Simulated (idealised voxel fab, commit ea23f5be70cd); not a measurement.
This section sets out a process module, namely voxel wiring stack.
Pictured: cross-section cut, 260 nm wide, on a grid of 5 nm square cells.
We lay out every cross-section as a grid of square cells and spell it out in bands from the top down, where one band means one or more rows of cells.
Heads up on the band format: heights come first, top then bottom, in nm. After that it's the materials left to right, each with its width in nm. A single material flagged "all across" fills the whole band edge to edge, and "blank" means there's empty space there.
Where do heights start? At 0: under that level the wafer as delivered is made of one material only. And the lowest band has no floor; it just carries on downward, as in "0 -> down".
The notation "30..40" denotes a width that varies across the rows of cells in the band, beginning at the first number in the top row, finishing at the second number in the bottom row, and changing by an identical amount from each row to the next.
Key: "nothing altered" - step with no changed cell in the cross-section.
The label "Enclosed voids" introduces a list of the empty spaces, 8 cells or larger, that have no open way up to the top; each entry in it reads width x height at distance, where the distance is taken from the left edge and all three are stated in nm.
What comes after the settings on a step's line is commentary from the simulator itself on that step.
overlay nm: mask right of planned place by this much (step with mask). Neg. = left.
# Here's what the planned process steps look like
1. RECEIVE (material Si)
2. CONFORMAL_DEP (material SiO2; thk nm 10)
3. DIRECTIONAL_DEP (material TiN; thk nm 5)
4. DIRECTIONAL_DEP (material Ru; thk nm 25)
5. DIRECTIONAL_DEP (material aC; thk nm 10)
6. PATTERN (tone cover; mask id METAL_1; material resist; width nm 20; pitch nm 50; thk nm 25; overlay nm 0)
7. DIRECTIONAL_ETCH (etch materials aC; depth nm 10)
8. STRIP (etch materials resist)
9. DIRECTIONAL_ETCH (etch materials Ru; depth nm 25)
10. DIRECTIONAL_ETCH (etch materials TiN; depth nm 5)
11. STRIP (etch materials aC)
12. CONFORMAL_DEP (material SiN; thk nm 5)
13. FILL_DEP (material lowk; thk nm 10)
14. CMP (height nm 40)
15. CONFORMAL_DEP (material SiCN; thk nm 5)
16. DIRECTIONAL_DEP (material lowk; thk nm 25)
17. MASKED_ETCH (tone open; mask id METAL_2_HOLES; width nm 15; pitch nm 50; etch materials lowk; depth nm 25; overlay nm 0)
18. PATTERN (tone open; mask id METAL_2; material resist; width nm 20; pitch nm 50; thk nm 20; overlay nm 0)
19. DIRECTIONAL_ETCH (etch materials lowk; depth nm 15)
20. DIRECTIONAL_ETCH (etch materials SiCN; depth nm 5)
21. STRIP (etch materials resist)
22. CONFORMAL_DEP (material TiN; thk nm 5)
23. FILL_DEP (material Ru; thk nm 5)
24. CMP (height nm 70)
25. CONFORMAL_DEP (material SiCN; thk nm 5)
26. DIRECTIONAL_DEP (material lowk; thk nm 35)
27. PATTERN (tone open; mask id METAL_3; material resist; width nm 20; pitch nm 50; thk nm 20; overlay nm 0)
28. DIRECTIONAL_ETCH (etch materials lowk; depth nm 20)
29. STRIP (etch materials resist)
30. MASKED_ETCH (tone open; mask id METAL_3_HOLES; width nm 15; pitch nm 50; etch materials lowk; depth nm 15; overlay nm 0)
31. MASKED_ETCH (tone open; mask id METAL_3_HOLES; width nm 15; pitch nm 50; etch materials SiCN; depth nm 5; overlay nm 0)
32. CONFORMAL_DEP (material TiN; thk nm 5)
33. FILL_DEP (material Cu; thk nm 5)
34. CMP (height nm 110)
35. CONFORMAL_DEP (material SiCN; thk nm 5)
# as received, after step 1
    0 -> down = Si all across
    Enclosed voids: none
# Post-module cross-section of the first of two wafers (run per plan)
    115 -> 110 = SiCN all across
    110 -> 95 = lowk (45); TiN (5); Cu (10); TiN (5); lowk (30); TiN (5); Cu (10); TiN (5); lowk (30); TiN (5); Cu (10); TiN (5); lowk (30); TiN (5); Cu (10); TiN (5); lowk (45)
    95 -> 90 = lowk (45); TiN (5); Cu (5); TiN (10); lowk (30); TiN (5); Cu (5); TiN (10); lowk (30); TiN (5); Cu (5); TiN (10); lowk (30); TiN (5); Cu (5); TiN (10); lowk (45)
    90 -> 75 = lowk (45); TiN (5); Cu (5); TiN (5); lowk (35); TiN (5); Cu (5); TiN (5); lowk (35); TiN (5); Cu (5); TiN (5); lowk (35); TiN (5); Cu (5); TiN (5); lowk (50)
    75 -> 70 = SiCN (45); TiN (15); SiCN (35); TiN (15); SiCN (35); TiN (15); SiCN (35); TiN (15); SiCN (50)
    70 -> 60 = lowk (45); TiN (5); Ru (10); TiN (5); lowk (30); TiN (5); Ru (10); TiN (5); lowk (30); TiN (5); Ru (10); TiN (5); lowk (30); TiN (5); Ru (10); TiN (5); lowk (45)
    60 -> 55 = lowk (45); TiN (5); Ru (5); TiN (10); lowk (30); TiN (5); Ru (5); TiN (10); lowk (30); TiN (5); Ru (5); TiN (10); lowk (30); TiN (5); Ru (5); TiN (10); lowk (45)
    55 -> 45 = lowk (45); TiN (5); Ru (5); TiN (5); lowk (35); TiN (5); Ru (5); TiN (5); lowk (35); TiN (5); Ru (5); TiN (5); lowk (35); TiN (5); Ru (5); TiN (5); lowk (50)
    45 -> 40 = SiCN (45); TiN (15); SiCN (35); TiN (15); SiCN (35); TiN (15); SiCN (35); TiN (15); SiCN (50)
    40 -> 15 = lowk (40); SiN (5); Ru (20); SiN (5); lowk (20); SiN (5); Ru (20); SiN (5); lowk (20); SiN (5); Ru (20); SiN (5); lowk (20); SiN (5); Ru (20); SiN (5); lowk (40)
    15 -> 10 = SiN (45); TiN (20); SiN (30); TiN (20); SiN (30); TiN (20); SiN (30); TiN (20); SiN (45)
    10 -> 0 = SiO2 all across
    0 -> down = Si all across
    Enclosed voids: none
# Wafer two, sectioned after the module: the first wafer's start, the first wafer's plan, and one mistake in how it was run
    115 -> 110 = SiCN all across
    110 -> 95 = lowk (45); TiN (5); Cu (10); TiN (5); lowk (30); TiN (5); Cu (10); TiN (5); lowk (30); TiN (5); Cu (10); TiN (5); lowk (30); TiN (5); Cu (10); TiN (5); lowk (45)
    95 -> 90 = lowk (45); TiN (5); Cu (5); TiN (10); lowk (30); TiN (5); Cu (5); TiN (10); lowk (30); TiN (5); Cu (5); TiN (10); lowk (30); TiN (5); Cu (5); TiN (10); lowk (45)
    90 -> 75 = lowk (45); TiN (5); Cu (5); TiN (5); lowk (35); TiN (5); Cu (5); TiN (5); lowk (35); TiN (5); Cu (5); TiN (5); lowk (35); TiN (5); Cu (5); TiN (5); lowk (50)
    75 -> 70 = SiCN (45); TiN (15); SiCN (35); TiN (15); SiCN (35); TiN (15); SiCN (35); TiN (15); SiCN (50)
    70 -> 60 = lowk (45); TiN (5); Ru (10); TiN (5); lowk (30); TiN (5); Ru (10); TiN (5); lowk (30); TiN (5); Ru (10); TiN (5); lowk (30); TiN (5); Ru (10); TiN (5); lowk (45)
    60 -> 55 = lowk (45); TiN (5); Ru (5); TiN (10); lowk (30); TiN (5); Ru (5); TiN (10); lowk (30); TiN (5); Ru (5); TiN (10); lowk (30); TiN (5); Ru (5); TiN (10); lowk (45)
    55 -> 45 = lowk (45); TiN (5); Ru (5); TiN (5); lowk (35); TiN (5); Ru (5); TiN (5); lowk (35); TiN (5); Ru (5); TiN (5); lowk (35); TiN (5); Ru (5); TiN (5); lowk (50)
    45 -> 40 = SiCN (45); TiN (15); SiCN (35); TiN (15); SiCN (35); TiN (15); SiCN (35); TiN (15); SiCN (50)
    40 -> 20 = lowk (40); SiN (5); Ru (20); SiN (5); lowk (20); SiN (5); Ru (20); SiN (5); lowk (20); SiN (5); Ru (20); SiN (5); lowk (20); SiN (5); Ru (20); SiN (5); lowk (40)
    20 -> 15 = SiN (45); Ru (20); SiN (30); Ru (20); SiN (30); Ru (20); SiN (30); Ru (20); SiN (45)
    15 -> 5 = SiO2 all across
    5 -> 0 = TiN all across
    0 -> down = Si all across
    Enclosed voids: none
In executing the process, a mistake was made relative to the plan: plan vs actual: 2 and 3 interchanged
It is noted that, at the conclusion of processing, the second wafer exhibits a higher or lower cell count for certain materials relative to the first: SiN -8, TiN +36, lowk -28
